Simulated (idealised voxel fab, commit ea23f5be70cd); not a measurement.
Documented hereafter: the process module known as voxel wiring stack.
Cross-section cut: width 275 nm, square cells of 5 nm.
Cross-section, as written here: a square-cell grid given band by band from the top down, where a band holds one or more rows of cells. Quick guide to a band line: top height, bottom height (nm) up front; then every material left to right with its width in nm. Only one material and it's marked "edge to edge"? Then it fills the band edge to edge. And "blank" just means empty space. We count height from 0. Below that, the starting wafer is all one material. The lowest band never ends at the bottom but goes on down; see "0 down" for how that is written. Top row gets the first number, bottom row gets the second, and each row in between changes by the same step: that is how a band width like "30->40" works. Given "all unchanged" for a step, no cell of the cross-section differs between before and after that step. In the "Closed internal cavities" entry, you get each enclosed empty space of 8 cells or more, one with no open way to the top, written width x height at distance, distance from the left edge, in nm. Heads up: the bit after the settings on a step's line is the simulator's remark on that step. "overlay nm" on a masked step: distance the mask lay right of its planned place, negative for left.
# Process steps (planned)
1,RECEIVE with material Si
2,CONFORMAL_DEP with material SiO2, thk nm 15
3,CONFORMAL_DEP with material SiCN, thk nm 5
4,DIRECTIONAL_DEP with material lowk, thk nm 20
5,MASKED_ETCH with tone open, mask id METAL_1, width nm 30, pitch nm 55, etch materials lowk, depth nm 20, overlay nm 0
6,MASKED_ETCH with tone open, mask id METAL_1, width nm 30, pitch nm 55, etch materials SiCN, depth nm 5, overlay nm 0
7,CONFORMAL_DEP with material TiN, thk nm 5
8,FILL_DEP with material Ru, thk nm 5
9,CMP with height nm 40
10,CONFORMAL_DEP with material SiCN, thk nm 5
11,DIRECTIONAL_DEP with material lowk, thk nm 25
12,DIRECTIONAL_DEP with material aC, thk nm 10
13,PATTERN with tone open, mask id METAL_2, material resist, width nm 30, pitch nm 55, thk nm 25, overlay nm 0
14,DIRECTIONAL_ETCH with etch materials aC, depth nm 10
15,STRIP with etch materials resist
16,DIRECTIONAL_ETCH with etch materials lowk, depth nm 15
17,STRIP with etch materials aC
18,DIRECTIONAL_DEP with material aC, thk nm 15
19,PATTERN with tone open, mask id METAL_2_HOLES, material resist, width nm 15, pitch nm 55, thk nm 30, overlay nm 0
20,DIRECTIONAL_ETCH with etch materials aC, depth nm 15
21,STRIP with etch materials resist
22,DIRECTIONAL_ETCH with etch materials lowk, depth nm 10
23,DIRECTIONAL_ETCH with etch materials SiCN, depth nm 5
24,STRIP with etch materials aC
25,CONFORMAL_DEP with material TiN, thk nm 5
26,FILL_DEP with material Cu, thk nm 10
27,CMP with height nm 70
28,CONFORMAL_DEP with material SiCN, thk nm 5
# First wafer out of two, processed as planned
# Cross-section, incoming material, after step 1
- 0 down  Si edge to edge
- Closed internal cavities: none
# After step 2: wafer cross-section
- 15 to 0  SiO2 edge to edge
- Below 0 it's all the same as before, nothing changed down there.
# After step 3: wafer cross-section
- 20 to 15  SiCN edge to edge
- Below 15 it's all the same as before, nothing changed down there.
# After step 4: wafer cross-section
- 40 to 20  lowk edge to edge
- Below 20 it's all the same as before, nothing changed down there.
# After step 5: wafer cross-section
- 40 to 20  lowk 40 nm  blank 30 nm  lowk 25 nm  blank 30 nm  lowk 25 nm  blank 30 nm  lowk 25 nm  blank 30 nm  lowk 40 nm
- Below 20 it's all the same as before, nothing changed down there.
# After step 6: wafer cross-section
- 40 to 20  lowk 40 nm  blank 30 nm  lowk 25 nm  blank 30 nm  lowk 25 nm  blank 30 nm  lowk 25 nm  blank 30 nm  lowk 40 nm
- 20 to 15  SiCN 40 nm  blank 30 nm  SiCN 25 nm  blank 30 nm  SiCN 25 nm  blank 30 nm  SiCN 25 nm  blank 30 nm  SiCN 40 nm
- Below 15 it's all the same as before, nothing changed down there.
# After step 7: wafer cross-section
- 45 to 40  TiN 45 nm  blank 20 nm  TiN 35 nm  blank 20 nm  TiN 35 nm  blank 20 nm  TiN 35 nm  blank 20 nm  TiN 45 nm
- 40 to 20  lowk 40 nm  TiN 5 nm  blank 20 nm  TiN 5 nm  lowk 25 nm  TiN 5 nm  blank 20 nm  TiN 5 nm  lowk 25 nm  TiN 5 nm  blank 20 nm  TiN 5 nm  lowk 25 nm  TiN 5 nm  blank 20 nm  TiN 5 nm  lowk 40 nm
- 20 to 15  SiCN 40 nm  TiN 30 nm  SiCN 25 nm  TiN 30 nm  SiCN 25 nm  TiN 30 nm  SiCN 25 nm  TiN 30 nm  SiCN 40 nm
- Below 15 it's all the same as before, nothing changed down there.
# After step 8: wafer cross-section
- 50 to 45  Ru edge to edge
- 45 to 40  TiN 45 nm  Ru 20 nm  TiN 35 nm  Ru 20 nm  TiN 35 nm  Ru 20 nm  TiN 35 nm  Ru 20 nm  TiN 45 nm
- 40 to 20  lowk 40 nm  TiN 5 nm  Ru 20 nm  TiN 5 nm  lowk 25 nm  TiN 5 nm  Ru 20 nm  TiN 5 nm  lowk 25 nm  TiN 5 nm  Ru 20 nm  TiN 5 nm  lowk 25 nm  TiN 5 nm  Ru 20 nm  TiN 5 nm  lowk 40 nm
- Below 20 it's all the same as before, nothing changed down there.
# After step 9: wafer cross-section
- 40 to 20  lowk 40 nm  TiN 5 nm  Ru 20 nm  TiN 5 nm  lowk 25 nm  TiN 5 nm  Ru 20 nm  TiN 5 nm  lowk 25 nm  TiN 5 nm  Ru 20 nm  TiN 5 nm  lowk 25 nm  TiN 5 nm  Ru 20 nm  TiN 5 nm  lowk 40 nm
- Below 20 it's all the same as before, nothing changed down there.
# After step 10: wafer cross-section
- 45 to 40  SiCN edge to edge
- Below 40 it's all the same as before, nothing changed down there.
# After step 11: wafer cross-section
- 70 to 45  lowk edge to edge
- Below 45 it's all the same as before, nothing changed down there.
# After step 12: wafer cross-section
- 80 to 70  aC edge to edge
- Below 70 it's all the same as before, nothing changed down there.
# After step 13: wafer cross-section
- 105 to 80  resist 40 nm  blank 30 nm  resist 25 nm  blank 30 nm  resist 25 nm  blank 30 nm  resist 25 nm  blank 30 nm  resist 40 nm
- Below 80 it's all the same as before, nothing changed down there.
# After step 14: wafer cross-section
- 95 to 80  resist 40 nm  blank 30 nm  resist 25 nm  blank 30 nm  resist 25 nm  blank 30 nm  resist 25 nm  blank 30 nm  resist 40 nm
- 80 to 70  aC 40 nm  blank 30 nm  aC 25 nm  blank 30 nm  aC 25 nm  blank 30 nm  aC 25 nm  blank 30 nm  aC 40 nm
- Below 70 it's all the same as before, nothing changed down there.
# After step 15: wafer cross-section
- 80 to 70  aC 40 nm  blank 30 nm  aC 25 nm  blank 30 nm  aC 25 nm  blank 30 nm  aC 25 nm  blank 30 nm  aC 40 nm
- Below 70 it's all the same as before, nothing changed down there.
# After step 16: wafer cross-section
- 80 to 70  aC 40 nm  blank 30 nm  aC 25 nm  blank 30 nm  aC 25 nm  blank 30 nm  aC 25 nm  blank 30 nm  aC 40 nm
- 70 to 55  lowk 40 nm  blank 30 nm  lowk 25 nm  blank 30 nm  lowk 25 nm  blank 30 nm  lowk 25 nm  blank 30 nm  lowk 40 nm
- Below 55 it's all the same as before, nothing changed down there.
# After step 17: wafer cross-section
- 70 to 55  lowk 40 nm  blank 30 nm  lowk 25 nm  blank 30 nm  lowk 25 nm  blank 30 nm  lowk 25 nm  blank 30 nm  lowk 40 nm
- Below 55 it's all the same as before, nothing changed down there.
# After step 18: wafer cross-section
- 85 to 70  aC 40 nm  blank 30 nm  aC 25 nm  blank 30 nm  aC 25 nm  blank 30 nm  aC 25 nm  blank 30 nm  aC 40 nm
- 70 to 55  lowk 40 nm  aC 30 nm  lowk 25 nm  aC 30 nm  lowk 25 nm  aC 30 nm  lowk 25 nm  aC 30 nm  lowk 40 nm
- Below 55 it's all the same as before, nothing changed down there.
# After step 19: wafer cross-section
- 115 to 85  resist 40 nm  blank 15 nm  resist 40 nm  blank 15 nm  resist 40 nm  blank 15 nm  resist 40 nm  blank 15 nm  resist 55 nm
- 85 to 70  aC 40 nm  blank 15 nm  resist 15 nm  aC 25 nm  blank 15 nm  resist 15 nm  aC 25 nm  blank 15 nm  resist 15 nm  aC 25 nm  blank 15 nm  resist 15 nm  aC 40 nm
- Below 70 it's all the same as before, nothing changed down there.
# After step 20: wafer cross-section
- 100 to 85  resist 40 nm  blank 15 nm  resist 40 nm  blank 15 nm  resist 40 nm  blank 15 nm  resist 40 nm  blank 15 nm  resist 55 nm
- 85 to 70  aC 40 nm  blank 15 nm  resist 15 nm  aC 25 nm  blank 15 nm  resist 15 nm  aC 25 nm  blank 15 nm  resist 15 nm  aC 25 nm  blank 15 nm  resist 15 nm  aC 40 nm
- 70 to 55  lowk 40 nm  blank 15 nm  aC 15 nm  lowk 25 nm  blank 15 nm  aC 15 nm  lowk 25 nm  blank 15 nm  aC 15 nm  lowk 25 nm  blank 15 nm  aC 15 nm  lowk 40 nm
- Below 55 it's all the same as before, nothing changed down there.
# After step 21: wafer cross-section
- 85 to 70  aC 40 nm  blank 30 nm  aC 25 nm  blank 30 nm  aC 25 nm  blank 30 nm  aC 25 nm  blank 30 nm  aC 40 nm
- Below 70 it's all the same as before, nothing changed down there.
# After step 22: wafer cross-section
- 85 to 70  aC 40 nm  blank 30 nm  aC 25 nm  blank 30 nm  aC 25 nm  blank 30 nm  aC 25 nm  blank 30 nm  aC 40 nm
- 70 to 55  lowk 40 nm  blank 15 nm  aC 15 nm  lowk 25 nm  blank 15 nm  aC 15 nm  lowk 25 nm  blank 15 nm  aC 15 nm  lowk 25 nm  blank 15 nm  aC 15 nm  lowk 40 nm
- 55 to 45  lowk 40 nm  blank 15 nm  lowk 40 nm  blank 15 nm  lowk 40 nm  blank 15 nm  lowk 40 nm  blank 15 nm  lowk 55 nm
- Below 45 it's all the same as before, nothing changed down there.
# After step 23: wafer cross-section
- 85 to 70  aC 40 nm  blank 30 nm  aC 25 nm  blank 30 nm  aC 25 nm  blank 30 nm  aC 25 nm  blank 30 nm  aC 40 nm
- 70 to 55  lowk 40 nm  blank 15 nm  aC 15 nm  lowk 25 nm  blank 15 nm  aC 15 nm  lowk 25 nm  blank 15 nm  aC 15 nm  lowk 25 nm  blank 15 nm  aC 15 nm  lowk 40 nm
- 55 to 45  lowk 40 nm  blank 15 nm  lowk 40 nm  blank 15 nm  lowk 40 nm  blank 15 nm  lowk 40 nm  blank 15 nm  lowk 55 nm
- 45 to 40  SiCN 40 nm  blank 15 nm  SiCN 40 nm  blank 15 nm  SiCN 40 nm  blank 15 nm  SiCN 40 nm  blank 15 nm  SiCN 55 nm
- Below 40 it's all the same as before, nothing changed down there.
# After step 24: wafer cross-section
- 70 to 55  lowk 40 nm  blank 30 nm  lowk 25 nm  blank 30 nm  lowk 25 nm  blank 30 nm  lowk 25 nm  blank 30 nm  lowk 40 nm
- Below 55 it's all the same as before, nothing changed down there.
# After step 25: wafer cross-section
- 75 to 70  TiN 45 nm  blank 20 nm  TiN 35 nm  blank 20 nm  TiN 35 nm  blank 20 nm  TiN 35 nm  blank 20 nm  TiN 45 nm
- 70 to 60  lowk 40 nm  TiN 5 nm  blank 20 nm  TiN 5 nm  lowk 25 nm  TiN 5 nm  blank 20 nm  TiN 5 nm  lowk 25 nm  TiN 5 nm  blank 20 nm  TiN 5 nm  lowk 25 nm  TiN 5 nm  blank 20 nm  TiN 5 nm  lowk 40 nm
- 60 to 55  lowk 40 nm  TiN 5 nm  blank 5 nm  TiN 20 nm  lowk 25 nm  TiN 5 nm  blank 5 nm  TiN 20 nm  lowk 25 nm  TiN 5 nm  blank 5 nm  TiN 20 nm  lowk 25 nm  TiN 5 nm  blank 5 nm  TiN 20 nm  lowk 40 nm
- 55 to 45  lowk 40 nm  TiN 5 nm  blank 5 nm  TiN 5 nm  lowk 40 nm  TiN 5 nm  blank 5 nm  TiN 5 nm  lowk 40 nm  TiN 5 nm  blank 5 nm  TiN 5 nm  lowk 40 nm  TiN 5 nm  blank 5 nm  TiN 5 nm  lowk 55 nm
- 45 to 40  SiCN 40 nm  TiN 15 nm  SiCN 40 nm  TiN 15 nm  SiCN 40 nm  TiN 15 nm  SiCN 40 nm  TiN 15 nm  SiCN 55 nm
- Below 40 it's all the same as before, nothing changed down there.
# After step 26: wafer cross-section
- 85 to 75  Cu edge to edge
- 75 to 70  TiN 45 nm  Cu 20 nm  TiN 35 nm  Cu 20 nm  TiN 35 nm  Cu 20 nm  TiN 35 nm  Cu 20 nm  TiN 45 nm
- 70 to 60  lowk 40 nm  TiN 5 nm  Cu 20 nm  TiN 5 nm  lowk 25 nm  TiN 5 nm  Cu 20 nm  TiN 5 nm  lowk 25 nm  TiN 5 nm  Cu 20 nm  TiN 5 nm  lowk 25 nm  TiN 5 nm  Cu 20 nm  TiN 5 nm  lowk 40 nm
- 60 to 55  lowk 40 nm  TiN 5 nm  Cu 5 nm  TiN 20 nm  lowk 25 nm  TiN 5 nm  Cu 5 nm  TiN 20 nm  lowk 25 nm  TiN 5 nm  Cu 5 nm  TiN 20 nm  lowk 25 nm  TiN 5 nm  Cu 5 nm  TiN 20 nm  lowk 40 nm
- 55 to 45  lowk 40 nm  TiN 5 nm  Cu 5 nm  TiN 5 nm  lowk 40 nm  TiN 5 nm  Cu 5 nm  TiN 5 nm  lowk 40 nm  TiN 5 nm  Cu 5 nm  TiN 5 nm  lowk 40 nm  TiN 5 nm  Cu 5 nm  TiN 5 nm  lowk 55 nm
- Below 45 it's all the same as before, nothing changed down there.
# After step 27: wafer cross-section
- 70 to 60  lowk 40 nm  TiN 5 nm  Cu 20 nm  TiN 5 nm  lowk 25 nm  TiN 5 nm  Cu 20 nm  TiN 5 nm  lowk 25 nm  TiN 5 nm  Cu 20 nm  TiN 5 nm  lowk 25 nm  TiN 5 nm  Cu 20 nm  TiN 5 nm  lowk 40 nm
- Below 60 it's all the same as before, nothing changed down there.
# After step 28: wafer cross-section
- 75 to 70  SiCN edge to edge
- Below 70 it's all the same as before, nothing changed down there.
# The second wafer was prepared from the same starting point and under the same plan as the first; its processing contained one mistake, and it remains indistinguishable from the first wafer up to and including step 18
# The second wafer in cross-section, at the planned close of step 19
- 115 to 85  resist 30 nm  blank 15 nm  resist 40 nm  blank 15 nm  resist 40 nm  blank 15 nm  resist 40 nm  blank 15 nm  resist 65 nm
- 85 to 70  aC 40 nm  blank 5 nm  resist 25 nm  aC 25 nm  blank 5 nm  resist 25 nm  aC 25 nm  blank 5 nm  resist 25 nm  aC 25 nm  blank 5 nm  resist 25 nm  aC 40 nm
- Below 70 it's all the same as before, nothing changed down there.
# The second wafer in cross-section, at the planned close of step 20
- 100 to 85  resist 30 nm  blank 15 nm  resist 40 nm  blank 15 nm  resist 40 nm  blank 15 nm  resist 40 nm  blank 15 nm  resist 65 nm
- 85 to 70  aC 30 nm  blank 15 nm  resist 25 nm  aC 15 nm  blank 15 nm  resist 25 nm  aC 15 nm  blank 15 nm  resist 25 nm  aC 15 nm  blank 15 nm  resist 25 nm  aC 40 nm
- 70 to 55  lowk 40 nm  blank 5 nm  aC 25 nm  lowk 25 nm  blank 5 nm  aC 25 nm  lowk 25 nm  blank 5 nm  aC 25 nm  lowk 25 nm  blank 5 nm  aC 25 nm  lowk 40 nm
- Below 55 it's all the same as before, nothing changed down there.
# The second wafer in cross-section, at the planned close of step 21
- 85 to 70  aC 30 nm  blank 40 nm  aC 15 nm  blank 40 nm  aC 15 nm  blank 40 nm  aC 15 nm  blank 40 nm  aC 40 nm
- Below 70 it's all the same as before, nothing changed down there.
# The second wafer in cross-section, at the planned close of step 22
- 85 to 70  aC 30 nm  blank 40 nm  aC 15 nm  blank 40 nm  aC 15 nm  blank 40 nm  aC 15 nm  blank 40 nm  aC 40 nm
- 70 to 60  lowk 30 nm  blank 15 nm  aC 25 nm  lowk 15 nm  blank 15 nm  aC 25 nm  lowk 15 nm  blank 15 nm  aC 25 nm  lowk 15 nm  blank 15 nm  aC 25 nm  lowk 40 nm
- 60 to 55  lowk 40 nm  blank 5 nm  aC 25 nm  lowk 25 nm  blank 5 nm  aC 25 nm  lowk 25 nm  blank 5 nm  aC 25 nm  lowk 25 nm  blank 5 nm  aC 25 nm  lowk 40 nm
- 55 to 45  lowk 40 nm  blank 5 nm  lowk 50 nm  blank 5 nm  lowk 50 nm  blank 5 nm  lowk 50 nm  blank 5 nm  lowk 65 nm
- Below 45 it's all the same as before, nothing changed down there.
# The second wafer in cross-section, at the planned close of step 23
- 85 to 70  aC 30 nm  blank 40 nm  aC 15 nm  blank 40 nm  aC 15 nm  blank 40 nm  aC 15 nm  blank 40 nm  aC 40 nm
- 70 to 60  lowk 30 nm  blank 15 nm  aC 25 nm  lowk 15 nm  blank 15 nm  aC 25 nm  lowk 15 nm  blank 15 nm  aC 25 nm  lowk 15 nm  blank 15 nm  aC 25 nm  lowk 40 nm
- 60 to 55  lowk 40 nm  blank 5 nm  aC 25 nm  lowk 25 nm  blank 5 nm  aC 25 nm  lowk 25 nm  blank 5 nm  aC 25 nm  lowk 25 nm  blank 5 nm  aC 25 nm  lowk 40 nm
- 55 to 45  lowk 40 nm  blank 5 nm  lowk 50 nm  blank 5 nm  lowk 50 nm  blank 5 nm  lowk 50 nm  blank 5 nm  lowk 65 nm
- 45 to 40  SiCN 40 nm  blank 5 nm  SiCN 50 nm  blank 5 nm  SiCN 50 nm  blank 5 nm  SiCN 50 nm  blank 5 nm  SiCN 65 nm
- Below 40 it's all the same as before, nothing changed down there.
# The second wafer in cross-section, at the planned close of step 24
- 70 to 60  lowk 30 nm  blank 40 nm  lowk 15 nm  blank 40 nm  lowk 15 nm  blank 40 nm  lowk 15 nm  blank 40 nm  lowk 40 nm
- 60 to 55  lowk 40 nm  blank 30 nm  lowk 25 nm  blank 30 nm  lowk 25 nm  blank 30 nm  lowk 25 nm  blank 30 nm  lowk 40 nm
- Below 55 it's all the same as before, nothing changed down there.
# The second wafer in cross-section, at the planned close of step 25
- 75 to 70  TiN 35 nm  blank 30 nm  TiN 25 nm  blank 30 nm  TiN 25 nm  blank 30 nm  TiN 25 nm  blank 30 nm  TiN 45 nm
- 70 to 60  lowk 30 nm  TiN 5->15 nm  blank 30->20 nm  TiN 5 nm  lowk 15 nm  TiN 5->15 nm  blank 30->20 nm  TiN 5 nm  lowk 15 nm  TiN 5->15 nm  blank 30->20 nm  TiN 5 nm  lowk 15 nm  TiN 5->15 nm  blank 30->20 nm  TiN 5 nm  lowk 40 nm
- 60 to 55  lowk 40 nm  TiN 30 nm  lowk 25 nm  TiN 30 nm  lowk 25 nm  TiN 30 nm  lowk 25 nm  TiN 30 nm  lowk 40 nm
- 55 to 45  lowk 40 nm  TiN 5 nm  lowk 50 nm  TiN 5 nm  lowk 50 nm  TiN 5 nm  lowk 50 nm  TiN 5 nm  lowk 65 nm
- 45 to 40  SiCN 40 nm  TiN 5 nm  SiCN 50 nm  TiN 5 nm  SiCN 50 nm  TiN 5 nm  SiCN 50 nm  TiN 5 nm  SiCN 65 nm
- Below 40 it's all the same as before, nothing changed down there.
# The second wafer in cross-section, at the planned close of step 26
- 85 to 75  Cu edge to edge
- 75 to 70  TiN 35 nm  Cu 30 nm  TiN 25 nm  Cu 30 nm  TiN 25 nm  Cu 30 nm  TiN 25 nm  Cu 30 nm  TiN 45 nm
- 70 to 60  lowk 30 nm  TiN 5->15 nm  Cu 30->20 nm  TiN 5 nm  lowk 15 nm  TiN 5->15 nm  Cu 30->20 nm  TiN 5 nm  lowk 15 nm  TiN 5->15 nm  Cu 30->20 nm  TiN 5 nm  lowk 15 nm  TiN 5->15 nm  Cu 30->20 nm  TiN 5 nm  lowk 40 nm
- Below 60 it's all the same as before, nothing changed down there.
# The second wafer in cross-section, at the planned close of step 27
- 70 to 60  lowk 30 nm  TiN 5->15 nm  Cu 30->20 nm  TiN 5 nm  lowk 15 nm  TiN 5->15 nm  Cu 30->20 nm  TiN 5 nm  lowk 15 nm  TiN 5->15 nm  Cu 30->20 nm  TiN 5 nm  lowk 15 nm  TiN 5->15 nm  Cu 30->20 nm  TiN 5 nm  lowk 40 nm
- Below 60 it's all the same as before, nothing changed down there.
# The second wafer in cross-section, at the planned close of step 28
- 75 to 70  SiCN edge to edge
- Below 70 it's all the same as before, nothing changed down there.
So what did we get wrong on this run? in deviation from the planned setting, step 19 was conducted as PATTERN with tone open, mask id METAL_2_HOLES, material resist, width nm 15, pitch nm 55, thk nm 30, overlay nm -10
At the finish, the second wafer shows more or fewer cells for some materials than the first does: Cu -4; SiCN +8; TiN -4
